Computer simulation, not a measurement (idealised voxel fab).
process module | voxel fin reveal
cross-section cut | 210 nm wide | cells 5 nm
A cross-section is a grid of square cells, given in bands from the top down. A band is one or more rows of cells.
Each band's line starts with the height of the band's top and of its bottom, in nm. Then come its materials from left to right, each with its width in nm. One material with "throughout" fills the band from edge to edge. "air" is empty space.
Height 0 is the level under which the wafer as received is all one material. The lowest band goes on downwards, as in "0 down".
A width such as "30 to 40" changes by the same amount from each row of cells to the next, from the band's top row to its bottom row.
"no change" after a step means that no cell of the cross-section changed.
closed voids: empty space of 8 cells or more with no open way to the top, each as width x height at its distance from the left edge, in nm
after a step's settings: what the simulator itself notes on the step
overlay nm, on a step with a mask: how far to the right of its planned place the mask lay; to the left if negative
plan
1 op RECEIVE | material Si
2 op CONFORMAL_DEP | material SiN | thk nm 10
3 op DIRECTIONAL_DEP | material aC | thk nm 15
4 op PATTERN | tone cover | mask id FINS | material resist | width nm 15 | pitch nm 40 | thk nm 35 | overlay nm 0
5 op DIRECTIONAL_ETCH | etch materials aC | depth nm 15
6 op STRIP | etch materials resist
7 op DIRECTIONAL_ETCH | etch materials SiN | depth nm 10
8 op DIRECTIONAL_ETCH | etch materials Si | depth nm 35
9 op STRIP | etch materials aC
10 op FILL_DEP | material SiO2 | thk nm 5
11 op CMP | height nm 10
12 op SELECTIVE_ETCH | etch materials SiO2 | depth nm 30
13 op STRIP | etch materials SiN
14 op CONFORMAL_DEP | material SiO2 | thk nm 5
first wafer, as planned
as received, after step 1
  0 down: Si throughout
  closed voids: none
after step 2
  10 to 0: SiN throughout
  below 0: unchanged
after step 3
  25 to 10: aC throughout
  below 10: unchanged
after step 4
  60 to 25: air 55 | resist 15 | air 25 | resist 15 | air 25 | resist 15 | air 60
  below 25: unchanged
after step 5
  45 to 25: air 55 | resist 15 | air 25 | resist 15 | air 25 | resist 15 | air 60
  25 to 10: air 55 | aC 15 | air 25 | aC 15 | air 25 | aC 15 | air 60
  below 10: unchanged
after step 6
  25 to 10: air 55 | aC 15 | air 25 | aC 15 | air 25 | aC 15 | air 60
  below 10: unchanged
after step 7
  25 to 10: air 55 | aC 15 | air 25 | aC 15 | air 25 | aC 15 | air 60
  10 to 0: air 55 | SiN 15 | air 25 | SiN 15 | air 25 | SiN 15 | air 60
  below 0: unchanged
after step 8
  25 to 10: air 55 | aC 15 | air 25 | aC 15 | air 25 | aC 15 | air 60
  10 to 0: air 55 | SiN 15 | air 25 | SiN 15 | air 25 | SiN 15 | air 60
  0 to -35: air 55 | Si 15 | air 25 | Si 15 | air 25 | Si 15 | air 60
  below -35: unchanged
after step 9
  10 to 0: air 55 | SiN 15 | air 25 | SiN 15 | air 25 | SiN 15 | air 60
  below 0: unchanged
after step 10
  15 to 10: SiO2 throughout
  10 to 0: SiO2 55 | SiN 15 | SiO2 25 | SiN 15 | SiO2 25 | SiN 15 | SiO2 60
  0 to -35: SiO2 55 | Si 15 | SiO2 25 | Si 15 | SiO2 25 | Si 15 | SiO2 60
  below -35: unchanged
after step 11
  10 to 0: SiO2 55 | SiN 15 | SiO2 25 | SiN 15 | SiO2 25 | SiN 15 | SiO2 60
  below 0: unchanged
after step 12
  10 to 0: air 55 | SiN 15 | air 25 | SiN 15 | air 25 | SiN 15 | air 60
  0 to -20: air 55 | Si 15 | air 25 | Si 15 | air 25 | Si 15 | air 60
  below -20: unchanged
after step 13
  0 to -20: air 55 | Si 15 | air 25 | Si 15 | air 25 | Si 15 | air 60
  below -20: unchanged
after step 14
  5 to 0: air 50 | SiO2 25 | air 15 | SiO2 25 | air 15 | SiO2 25 | air 55
  0 to -15: air 50 | SiO2 5 | Si 15 | SiO2 5 | air 15 | SiO2 5 | Si 15 | SiO2 5 | air 15 | SiO2 5 | Si 15 | SiO2 5 | air 55
  -15 to -35: SiO2 55 | Si 15 | SiO2 25 | Si 15 | SiO2 25 | Si 15 | SiO2 60
  below -35: unchanged
second wafer: like start, like plan, one mistake. Through step 11 it matches the first wafer
when step 12 should have ended
  10 to 0: SiO2 55 | air 15 | SiO2 25 | air 15 | SiO2 25 | air 15 | SiO2 60
  below 0: unchanged
when step 13 should have ended
  0 to -20: air 55 | Si 15 | air 25 | Si 15 | air 25 | Si 15 | air 60
  -20 to -30: SiO2 25 | air 30 | Si 15 | air 25 | Si 15 | air 25 | Si 15 | air 30 | SiO2 30
  below -30: unchanged
when step 14 should have ended
  5 to 0: air 50 | SiO2 25 | air 15 | SiO2 25 | air 15 | SiO2 25 | air 55
  0 to -15: air 50 | SiO2 5 | Si 15 | SiO2 5 | air 15 | SiO2 5 | Si 15 | SiO2 5 | air 15 | SiO2 5 | Si 15 | SiO2 5 | air 55
  -15 to -25: SiO2 30 | air 20 | SiO2 5 | Si 15 | SiO2 5 | air 15 | SiO2 5 | Si 15 | SiO2 5 | air 15 | SiO2 5 | Si 15 | SiO2 5 | air 20 | SiO2 35
  -25 to -35: SiO2 55 | Si 15 | SiO2 25 | Si 15 | SiO2 25 | Si 15 | SiO2 60
  below -35: unchanged
what went wrong: steps 12 and 13 were swapped
at the end the second wafer has, in cells: 28 fewer of SiO2
